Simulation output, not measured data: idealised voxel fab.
This section sets out a process module, namely voxel gate over fins.
Square cells of 5 nm make up the cross-section cut, whose width is 210 nm.
For the purposes of this document, a cross-section shall be understood as a grid of square cells, specified as bands listed in top-to-bottom order, each band consisting of one or more rows of cells. This entry defines a band. It first specifies the height of the band's top and the height of its bottom in nm, and then specifies the band's materials from left to right, stating each material with its width in nm. The word "all across" identifies a single material that fills the band from edge to edge, while the word "air" identifies empty space. Measure heights from 0. That's the level where, below it, the as-received wafer is all one material. The lowest band is bottomless and extends downward; write it as in "from 0 down". When a width is written as two numbers, as in "30 to 40", the first number is the width in the top row of cells of the band and the second is the width in its bottom row, and the width changes by the same amount from each row to the next. No cell of the cross-section changed in a step that is given as "nothing was modified". "Sealed internal voids" specifies each empty space that is not open to the top and that occupies no fewer than 8 cells, using the form width x height at distance, the distance measured from the left edge and all three quantities in nm. Text after the settings on a step's line: the simulator's own remark on that step. overlay nm, on a step with a mask: how far to the right of its planned place the mask lay; to the left if negative.

The process steps that were planned are listed below
- 1: RECEIVE | material Si
- 2: CONFORMAL_DEP | material SiN | thk nm 10
- 3: MASKED_ETCH | tone cover | mask id FINS | width nm 15 | pitch nm 35 | etch materials SiN | depth nm 10 | overlay nm 0
- 4: MASKED_ETCH | tone cover | mask id FINS | width nm 15 | pitch nm 35 | etch materials Si | depth nm 40 | overlay nm 0
- 5: OXIDIZE | depth nm 5
- 6: FILL_DEP | material SiO2 | thk nm 10
- 7: CMP | height nm 10
- 8: SELECTIVE_ETCH | etch materials SiO2 | depth nm 20
- 9: STRIP | etch materials SiN
- 10: CONFORMAL_DEP | material HfO2 | thk nm 5
- 11: CONFORMAL_DEP | material TiN | thk nm 5
- 12: FILL_DEP | material W | thk nm 10
- 13: CMP | height nm 15
- 14: CONFORMAL_DEP | material SiCN | thk nm 10
Across this set of wafers, the varied parameter is the thk nm of step 10. Starting conditions are identical for every wafer, and the plan reports the value assigned to the first wafer.

As-received state after step 1, first of several wafers, cross-section
  from 0 down  Si all across
  Sealed internal voids: none

Table: wafers, a row each; end-of-module cell change per material since receipt, gain (+), loss (-); then closed voids
thk nm 5; +50 HfO2; -360 Si; +84 SiCN; +280 SiO2; +50 TiN; +106 W; Sealed internal voids: none
thk nm 10; +100 HfO2; -360 Si; +84 SiCN; +280 SiO2; +50 TiN; +56 W; Sealed internal voids: none
thk nm 15; +150 HfO2; -360 Si; +84 SiCN; +280 SiO2; +30 TiN; +26 W; Sealed internal voids: none
thk nm 20; +180 HfO2; -360 Si; +84 SiCN; +280 SiO2; +26 TiN; Sealed internal voids: none
